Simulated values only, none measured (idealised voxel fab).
A process module follows: voxel wiring stack.
FYI the section here is cut, 180 nm wide, cells are 5 nm squares.
If you're reading a cross-section in this doc, picture square cells in a grid; it comes to you as bands, top ones listed first down to the bottom, and a band can be one or more rows of cells.
Band: top height; bottom height; in nm. Then, left to right: material with width in nm, for each material. "throughout": a single material spanning edge to edge. "air": empty space.
All heights in this document are referenced to 0, defined as the level beneath which the wafer, as received, consists entirely of one material. The lowest band is not bounded below; it extends indefinitely downward and is written in the form "top 0, no bottom".
Note: "30..40" means the width goes from the first number (top row of the band) to the second number (bottom row) in equal steps per row of cells.
Where a step carries "identical to before", the cross-section came out of it unchanged, cell for cell.
Closed-off voids of 8+ cells (no open route to the top) go in "Voids, fully enclosed", written width x height at distance from the left edge, in nm.
It should be noted that, on the line of a given step, the content following the step's settings is a remark produced by the simulator itself with respect to that step.
If you see "overlay nm" on a step's line and that step has a mask, it's telling you how far right of where it was planned the mask ended up; a negative number means it went left instead.

# plan
| 1 | RECEIVE,material Si |
| 2 | CONFORMAL_DEP,material SiO2,thk nm 10 |
| 3 | DIRECTIONAL_DEP,material TiN,thk nm 5 |
| 4 | DIRECTIONAL_DEP,material W,thk nm 25 |
| 5 | DIRECTIONAL_DEP,material aC,thk nm 10 |
| 6 | PATTERN,tone cover,mask id METAL_1,material resist,width nm 25,pitch nm 45,thk nm 30,overlay nm 0 |
| 7 | DIRECTIONAL_ETCH,etch materials aC,depth nm 10 |
| 8 | STRIP,etch materials resist |
| 9 | DIRECTIONAL_ETCH,etch materials W,depth nm 25 |
| 10 | DIRECTIONAL_ETCH,etch materials TiN,depth nm 5 |
| 11 | STRIP,etch materials aC |
| 12 | CONFORMAL_DEP,material SiN,thk nm 5 |
| 13 | FILL_DEP,material lowk,thk nm 10 |
| 14 | CMP,height nm 40 |
| 15 | CONFORMAL_DEP,material SiCN,thk nm 5 |
| 16 | DIRECTIONAL_DEP,material lowk,thk nm 30 |
| 17 | DIRECTIONAL_DEP,material aC,thk nm 15 |
| 18 | PATTERN,tone open,mask id METAL_2_HOLES,material resist,width nm 15,pitch nm 45,thk nm 35,overlay nm 0 |
| 19 | DIRECTIONAL_ETCH,etch materials aC,depth nm 15 |
| 20 | STRIP,etch materials resist |
| 21 | DIRECTIONAL_ETCH,etch materials lowk,depth nm 30 |
| 22 | STRIP,etch materials aC |
| 23 | DIRECTIONAL_DEP,material aC,thk nm 15 |
| 24 | PATTERN,tone open,mask id METAL_2,material resist,width nm 25,pitch nm 45,thk nm 30,overlay nm 0 |
| 25 | DIRECTIONAL_ETCH,etch materials aC,depth nm 15 |
| 26 | STRIP,etch materials resist |
| 27 | DIRECTIONAL_ETCH,etch materials lowk,depth nm 20 |
| 28 | DIRECTIONAL_ETCH,etch materials SiCN,depth nm 5 |
| 29 | STRIP,etch materials aC |
| 30 | CONFORMAL_DEP,material TiN,thk nm 5 |
| 31 | FILL_DEP,material Cu,thk nm 5 |
| 32 | CMP,height nm 75 |
| 33 | CONFORMAL_DEP,material SiCN,thk nm 5 |
| 34 | DIRECTIONAL_DEP,material lowk,thk nm 25 |
| 35 | DIRECTIONAL_DEP,material aC,thk nm 10 |
| 36 | PATTERN,tone open,mask id METAL_3_HOLES,material resist,width nm 15,thk nm 25,overlay nm 0 |
| 37 | DIRECTIONAL_ETCH,etch materials aC,depth nm 10 |
| 38 | STRIP,etch materials resist |
| 39 | DIRECTIONAL_ETCH,etch materials lowk,depth nm 25 |
| 40 | STRIP,etch materials aC |
| 41 | PATTERN,tone open,mask id METAL_3,material resist,width nm 25,pitch nm 45,thk nm 20,overlay nm 0 |
| 42 | DIRECTIONAL_ETCH,etch materials lowk,depth nm 15 |
| 43 | DIRECTIONAL_ETCH,etch materials SiCN,depth nm 5 |
| 44 | STRIP,etch materials resist |
| 45 | CONFORMAL_DEP,material TiN,thk nm 5 |
| 46 | FILL_DEP,material Cu,thk nm 10 |
| 47 | CMP,height nm 105 |
| 48 | CONFORMAL_DEP,material SiCN,thk nm 5 |
| 49 | DIRECTIONAL_DEP,material SiO2,thk nm 25 |
| 50 | MASKED_ETCH,tone open,mask id METAL_4_HOLES,width nm 15,etch materials SiO2,depth nm 25,overlay nm 0 |
| 51 | DIRECTIONAL_DEP,material aC,thk nm 15 |
| 52 | PATTERN,tone open,mask id METAL_4,material resist,width nm 25,pitch nm 45,thk nm 35,overlay nm 0 |
| 53 | DIRECTIONAL_ETCH,etch materials aC,depth nm 15 |
| 54 | STRIP,etch materials resist |
| 55 | DIRECTIONAL_ETCH,etch materials SiO2,depth nm 15 |
| 56 | DIRECTIONAL_ETCH,etch materials SiCN,depth nm 5 |
| 57 | STRIP,etch materials aC |
| 58 | CONFORMAL_DEP,material TiN,thk nm 5 |
| 59 | FILL_DEP,material Cu,thk nm 5 |
| 60 | CMP,height nm 135 |
| 61 | CONFORMAL_DEP,material SiCN,thk nm 5 |

# Wafer at receipt (post step 1), cross-section
    top 0, no bottom: Si throughout
    Voids, fully enclosed: none

# End-of-module cross-section of the first of two wafers, processed as planned
    top 140, bottom 135: SiCN throughout
    top 135, bottom 125: SiO2 (55)  TiN (5)  Cu (15)  TiN (5)  SiO2 (20)  TiN (5)  Cu (15)  TiN (5)  SiO2 (55)
    top 125, bottom 120: SiO2 (55)  TiN (5)  Cu (5)  TiN (15)  SiO2 (20)  TiN (25)  SiO2 (55)
    top 120, bottom 110: SiO2 (55)  TiN (5)  Cu (5)  TiN (5)  SiO2 (110)
    top 110, bottom 105: SiCN (55)  TiN (15)  SiCN (110)
    top 105, bottom 95: lowk (55)  TiN (5)  Cu (15)  TiN (5)  lowk (20)  TiN (5)  Cu (15)  TiN (5)  lowk (55)
    top 95, bottom 90: lowk (55)  TiN (5)  Cu (5)  TiN (15)  lowk (20)  TiN (25)  lowk (55)
    top 90, bottom 80: lowk (55)  TiN (5)  Cu (5)  TiN (5)  lowk (110)
    top 80, bottom 75: SiCN (55)  TiN (15)  SiCN (110)
    top 75, bottom 60: lowk (55)  TiN (5)  Cu (15)  TiN (5)  lowk (20)  TiN (5)  Cu (15)  TiN (5)  lowk (55)
    top 60, bottom 55: lowk (55)  TiN (5)  Cu (5)  TiN (15)  lowk (20)  TiN (5)  Cu (5)  TiN (15)  lowk (55)
    top 55, bottom 45: lowk (55)  TiN (5)  Cu (5)  TiN (5)  lowk (30)  TiN (5)  Cu (5)  TiN (5)  lowk (65)
    top 45, bottom 40: SiCN (55)  TiN (15)  SiCN (30)  TiN (15)  SiCN (65)
    top 40, bottom 15: lowk (50)  SiN (5)  W (25)  SiN (5)  lowk (10)  SiN (5)  W (25)  SiN (5)  lowk (50)
    top 15, bottom 10: SiN (55)  TiN (25)  SiN (20)  TiN (25)  SiN (55)
    top 10, bottom 0: SiO2 throughout
    top 0, no bottom: Si throughout
    Voids, fully enclosed: none

# This cross-section belongs to the second wafer of two at the end of the module; the start and the plan were shared with the first, and the run included one mistake
    top 140, bottom 135: SiCN throughout
    top 135, bottom 125: SiO2 (55)  TiN (5)  Cu (25)  TiN (5)  SiO2 (20)  TiN (5)  Cu (15)  TiN (5)  SiO2 (45)
    top 125, bottom 120: SiO2 (55)  TiN (5)  Cu (5)  TiN (25)  SiO2 (20)  TiN (25)  SiO2 (45)
    top 120, bottom 115: SiO2 (55)  TiN (5)  Cu (5)  TiN (5)  SiO2 (110)
    top 115, bottom 110: SiO2 (55)  TiN (15)  SiO2 (110)
    top 110, bottom 105: SiCN (65)  TiN (5)  SiCN (110)
    top 105, bottom 95: lowk (55)  TiN (5)  Cu (15)  TiN (5)  lowk (20)  TiN (5)  Cu (15)  TiN (5)  lowk (55)
    top 95, bottom 90: lowk (55)  TiN (5)  Cu (5)  TiN (15)  lowk (20)  TiN (25)  lowk (55)
    top 90, bottom 80: lowk (55)  TiN (5)  Cu (5)  TiN (5)  lowk (110)
    top 80, bottom 75: SiCN (55)  TiN (15)  SiCN (110)
    top 75, bottom 60: lowk (55)  TiN (5)  Cu (15)  TiN (5)  lowk (20)  TiN (5)  Cu (15)  TiN (5)  lowk (55)
    top 60, bottom 55: lowk (55)  TiN (5)  Cu (5)  TiN (15)  lowk (20)  TiN (5)  Cu (5)  TiN (15)  lowk (55)
    top 55, bottom 45: lowk (55)  TiN (5)  Cu (5)  TiN (5)  lowk (30)  TiN (5)  Cu (5)  TiN (5)  lowk (65)
    top 45, bottom 40: SiCN (55)  TiN (15)  SiCN (30)  TiN (15)  SiCN (65)
    top 40, bottom 15: lowk (50)  SiN (5)  W (25)  SiN (5)  lowk (10)  SiN (5)  W (25)  SiN (5)  lowk (50)
    top 15, bottom 10: SiN (55)  TiN (25)  SiN (20)  TiN (25)  SiN (55)
    top 10, bottom 0: SiO2 throughout
    top 0, no bottom: Si throughout
    Voids, fully enclosed: none
What broke from the plan during processing? step 52 was not run as planned; what actually ran was PATTERN,tone open,mask id METAL_4,material resist,width nm 25,pitch nm 45,thk nm 35,overlay nm 10
Final tally in cells, some materials are higher or lower on the second wafer than on the first: Cu +3 | SiCN +2 | SiO2 -6 | TiN +1
